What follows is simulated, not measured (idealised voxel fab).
Process module heading - voxel released beams
245 nm wide, 5 nm square cells: that's cross-section cut.
When this document writes out a cross-section, it uses a grid of square cells and lists it as bands, beginning at the top and moving down, with a band standing for one or more rows of cells. The entry gives the band's vertical extent as a top height and a bottom height in nm, then its horizontal make-up as materials from left to right, each with a width in nm. "air" stands for empty space; a single material marked "everywhere" fills the band edge to edge. The level at which height equals 0 is the one under which the wafer, as it arrives, is entirely one material. No lower edge exists for the bottom band, which continues downward and is notated as in "0 -> down". It should be noted that a width expressed as "30 to 40" varies in equal increments from row to row of cells within the band, taking the value of the first number at the top row and that of the second number at the bottom row. When a step is marked "no alterations made", none of the cells in the cross-section changed during that step. What "Unvented internal voids" gives you is every empty space of 8 cells or more that is cut off from the top. Each appears as width x height at distance, with the distance taken from the left edge and width, height and distance all in nm. Formally, on a step line, whatever follows the settings is a remark that the simulator itself makes on the step. overlay nm: how far to the right of its planned place the mask lay on this masked step (negative: to the left).

The following list gives the planned process steps
1: RECEIVE: material Si
2: CONFORMAL_DEP: material SiN, thk nm 5
3: DIRECTIONAL_DEP: material SiO2, thk nm 10
4: DIRECTIONAL_DEP: material aC, thk nm 15
5: PATTERN: tone open, mask id ANCHOR, material resist, width nm 35, thk nm 35, overlay nm 0
6: DIRECTIONAL_ETCH: etch materials aC, depth nm 15
7: STRIP: etch materials resist
8: DIRECTIONAL_ETCH: etch materials SiO2, depth nm 10
9: STRIP: etch materials aC
10: CONFORMAL_DEP: material polySi, thk nm 15
11: PATTERN: tone cover, mask id BEAM, material resist, width nm 110, thk nm 15, overlay nm 0
12: DIRECTIONAL_ETCH: etch materials polySi, depth nm 15
13: STRIP: etch materials resist
14: STRIP: etch materials SiO2

First wafer of two (run as planned)

Cross-sectional view of the wafer in its as-received condition, corresponding to the state after step 1
* 0 -> down  Si everywhere
* Unvented internal voids: none

Cross-section through the wafer, step 2 finished
* 5 -> 0  SiN everywhere
* Whatever lies below 0 is exactly as it was before.

Cross-section through the wafer, step 3 finished
* 15 -> 5  SiO2 everywhere
* Whatever lies below 5 is exactly as it was before.

Cross-section through the wafer, step 4 finished
* 30 -> 15  aC everywhere
* Whatever lies below 15 is exactly as it was before.

Cross-section through the wafer, step 5 finished
* 65 -> 30  resist=70 / air=35 / resist=140
* Whatever lies below 30 is exactly as it was before.

Cross-section through the wafer, step 6 finished
* 50 -> 30  resist=70 / air=35 / resist=140
* 30 -> 15  aC=70 / air=35 / aC=140
* Whatever lies below 15 is exactly as it was before.

Cross-section through the wafer, step 7 finished
* 30 -> 15  aC=70 / air=35 / aC=140
* Whatever lies below 15 is exactly as it was before.

Cross-section through the wafer, step 8 finished
* 30 -> 15  aC=70 / air=35 / aC=140
* 15 -> 5  SiO2=70 / air=35 / SiO2=140
* Whatever lies below 5 is exactly as it was before.

Cross-section through the wafer, step 9 finished
* 15 -> 5  SiO2=70 / air=35 / SiO2=140
* Whatever lies below 5 is exactly as it was before.

Cross-section through the wafer, step 10 finished
* 30 -> 20  polySi=85 / air=5 / polySi=155
* 20 -> 15  polySi everywhere
* 15 -> 5  SiO2=70 / polySi=35 / SiO2=140
* Whatever lies below 5 is exactly as it was before.

Cross-section through the wafer, step 11 finished
* 45 -> 30  air=65 / resist=110 / air=70
* 30 -> 20  polySi=85 / resist=5 / polySi=155
* Whatever lies below 20 is exactly as it was before.

Cross-section through the wafer, step 12 finished
* 45 -> 30  air=65 / resist=110 / air=70
* 30 -> 20  air=65 / polySi=20 / resist=5 / polySi=85 / air=70
* 20 -> 15  air=65 / polySi=110 / air=70
* Whatever lies below 15 is exactly as it was before.

Cross-section through the wafer, step 13 finished
* 30 -> 20  air=65 / polySi=20 / air=5 / polySi=85 / air=70
* Whatever lies below 20 is exactly as it was before.

Cross-section through the wafer, step 14 finished
* 30 -> 20  air=65 / polySi=20 / air=5 / polySi=85 / air=70
* 20 -> 15  air=65 / polySi=110 / air=70
* 15 -> 5  air=70 / polySi=35 / air=140
* Whatever lies below 5 is exactly as it was before.

Wafer two of two - same starting point, same process plan, one mistake in execution; matches wafer one up to and including step 10

Cross-section of the second wafer at the time step 11 of the plan should have ended
* 45 -> 30  air=70 / resist=100 / air=75
* 30 -> 20  polySi=85 / resist=5 / polySi=155
* Whatever lies below 20 is exactly as it was before.

Cross-section of the second wafer at the time step 12 of the plan should have ended
* 45 -> 30  air=70 / resist=100 / air=75
* 30 -> 20  air=70 / polySi=15 / resist=5 / polySi=80 / air=75
* 20 -> 15  air=70 / polySi=100 / air=75
* Whatever lies below 15 is exactly as it was before.

Cross-section of the second wafer at the time step 13 of the plan should have ended
* 30 -> 20  air=70 / polySi=15 / air=5 / polySi=80 / air=75
* Whatever lies below 20 is exactly as it was before.

Cross-section of the second wafer at the time step 14 of the plan should have ended
* 30 -> 20  air=70 / polySi=15 / air=5 / polySi=80 / air=75
* 20 -> 15  air=70 / polySi=100 / air=75
* 15 -> 5  air=70 / polySi=35 / air=140
* Whatever lies below 5 is exactly as it was before.
Heads up, the wafer didn't run the way we planned it: step 11 off recipe, ran as PATTERN: tone cover, mask id BEAM, material resist, width nm 100, thk nm 15, overlay nm 0
The final cell counts differ between the wafers, with the second having more or fewer of some materials than the first: 6 fewer of polySi
